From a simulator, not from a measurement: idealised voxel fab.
process module | voxel local oxidation
cross-section cut | 145 nm wide | cells 5 nm
A cross-section is a grid of square cells, given in bands from the top down. A band is one or more rows of cells.
Each band's line starts with the height of the band's top and of its bottom, in nm. Then come its materials from left to right, each with its width in nm. One material with "throughout" fills the band from edge to edge. "air" is empty space.
Height 0 is the level under which the wafer as received is all one material. The lowest band goes on downwards, as in "0 down".
A width such as "30 to 40" changes by the same amount from each row of cells to the next, from the band's top row to its bottom row.
"no change" after a step means that no cell of the cross-section changed.
closed voids: empty space of 8 cells or more with no open way to the top, each as width x height at its distance from the left edge, in nm
after a step's settings: what the simulator itself notes on the step
overlay nm, on a step with a mask: how far to the right of its planned place the mask lay; to the left if negative
plan
1 op RECEIVE | material Si
2 op CONFORMAL_DEP | material SiO2 | thk nm 5
3 op CONFORMAL_DEP | material SiN | thk nm 10
4 op PATTERN | tone cover | mask id ACTIVE | material resist | width nm 115 | thk nm 20 | overlay nm 0
5 op DIRECTIONAL_ETCH | etch materials SiN | depth nm 10
6 op STRIP | etch materials resist
7 op SELECTIVE_ETCH | etch materials SiO2 | depth nm 5
8 op OXIDIZE | depth nm 10
9 op STRIP | etch materials SiN
first wafer, as planned
as received, after step 1
  0 down: Si throughout
  closed voids: none
after step 2
  5 to 0: SiO2 throughout
  below 0: unchanged
after step 3
  15 to 5: SiN throughout
  below 5: unchanged
after step 4
  35 to 15: air 15 | resist 115 | air 15
  below 15: unchanged
after step 5
  35 to 15: air 15 | resist 115 | air 15
  15 to 5: air 15 | SiN 115 | air 15
  below 5: unchanged
after step 6
  15 to 5: air 15 | SiN 115 | air 15
  below 5: unchanged
after step 7
  15 to 5: air 15 | SiN 115 | air 15
  5 to 0: air 20 | SiO2 105 | air 20
  below 0: unchanged
after step 8
  15 to 5: air 15 | SiN 115 | air 15
  5 to 0: air 20 | SiO2 105 | air 20
  0 to -10: SiO2 30 | Si 85 | SiO2 30
  below -10: unchanged
after step 9
  5 to 0: air 20 | SiO2 105 | air 20
  below 0: unchanged
second wafer: like start, like plan, one mistake. Through step 7 it matches the first wafer
when step 8 should have ended
  5 to 0: air 20 | SiO2 105 | air 20
  below 0: unchanged
when step 9 should have ended
  5 to 0: air 20 | SiO2 105 | air 20
  0 to -10: SiO2 30 | Si 85 | SiO2 30
  below -10: unchanged
what went wrong: steps 8 and 9 were swapped
at the end the two cross-sections are the same: no effect in what this model computes
